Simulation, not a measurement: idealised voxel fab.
This section sets out a process module, namely voxel trench capacitor.
Shown is cross-section cut, with a width of 160 nm and square cells of size 5 nm.
If you're reading a cross-section in this doc, picture square cells in a grid; it comes to you as bands, top ones listed first down to the bottom, and a band can be one or more rows of cells.
Basically the band line says how high the top is and how high the bottom is, in nm, and then what's in it from left to right, every material with its width in nm. Empty space shows up as "blank", and if a single material carries "all across" it runs the full band edge to edge.
Basically, 0 is our baseline, since under it the wafer straight out of the box is all one material. The bottom band has no lower end and keeps on going down, so it looks like "0 and below".
Top row gets the first number, bottom row gets the second, and each row in between changes by the same step: that is how a band width like "30..40" works.
A step reported as "left unchanged" is a step in which no cell of the cross-section changed.
You'll see "Enclosed internal voids" listing empty spaces that have no way open to the top, as long as they're 8 cells or more; the notation is width x height at distance, where the distance is from the left edge, and all of it is in nm.
What comes after the settings on a step's line is commentary from the simulator itself on that step.
"overlay nm" on a masked step: distance the mask lay right of its planned place, negative for left.
### List of planned process steps
| 1 | RECEIVE, material Si |
| 2 | CONFORMAL_DEP, material SiN, thk nm 10 |
| 3 | MASKED_ETCH, tone open, mask id TRENCH, width nm 30, pitch nm 45, etch materials SiN, depth nm 10, overlay nm 0 |
| 4 | MASKED_ETCH, tone open, mask id TRENCH, width nm 30, pitch nm 45, etch materials Si, depth nm 40, overlay nm 0 |
| 5 | CONFORMAL_DEP, material Al2O3, thk nm 5 |
| 6 | CONFORMAL_DEP, material TiN, thk nm 5 |
| 7 | FILL_DEP, material W, thk nm 5 |
| 8 | CMP, height nm 10 |
### This is the cross-section of the wafer as we received it, i.e. after step 1
- 0 and below = Si all across
- Enclosed internal voids: none
### Module complete - cross-section of the first of two wafers, run according to plan
- 10 down to 0 = SiN: 40; Al2O3: 5; TiN: 5; W: 10; TiN: 5; Al2O3: 5; SiN: 15; Al2O3: 5; TiN: 5; W: 10; TiN: 5; Al2O3: 5; SiN: 45
- 0 down to -30 = Si: 40; Al2O3: 5; TiN: 5; W: 10; TiN: 5; Al2O3: 5; Si: 15; Al2O3: 5; TiN: 5; W: 10; TiN: 5; Al2O3: 5; Si: 45
- -30 down to -35 = Si: 40; Al2O3: 5; TiN: 20; Al2O3: 5; Si: 15; Al2O3: 5; TiN: 20; Al2O3: 5; Si: 45
- -35 down to -40 = Si: 40; Al2O3: 30; Si: 15; Al2O3: 30; Si: 45
- -40 and below = Si all across
- Enclosed internal voids: none
### End-of-module cross-section of the second wafer: identical starting point and process plan to the first, with one processing mistake
- 20 down to 15 = TiN: 50; W: 10; TiN: 35; W: 10; TiN: 55
- 15 down to 10 = Al2O3: 45; TiN: 5; W: 10; TiN: 5; Al2O3: 25; TiN: 5; W: 10; TiN: 5; Al2O3: 50
- 10 down to 0 = SiN: 40; Al2O3: 5; TiN: 5; W: 10; TiN: 5; Al2O3: 5; SiN: 15; Al2O3: 5; TiN: 5; W: 10; TiN: 5; Al2O3: 5; SiN: 45
- 0 down to -30 = Si: 40; Al2O3: 5; TiN: 5; W: 10; TiN: 5; Al2O3: 5; Si: 15; Al2O3: 5; TiN: 5; W: 10; TiN: 5; Al2O3: 5; Si: 45
- -30 down to -35 = Si: 40; Al2O3: 5; TiN: 20; Al2O3: 5; Si: 15; Al2O3: 5; TiN: 20; Al2O3: 5; Si: 45
- -35 down to -40 = Si: 40; Al2O3: 30; Si: 15; Al2O3: 30; Si: 45
- -40 and below = Si all across
- Enclosed internal voids: none
What was done differently from what was planned? step 8 off recipe, ran as CMP, height nm 20
The final cell counts differ between the wafers, with the second having more or fewer of some materials than the first: Al2O3 +24; TiN +32; W +8
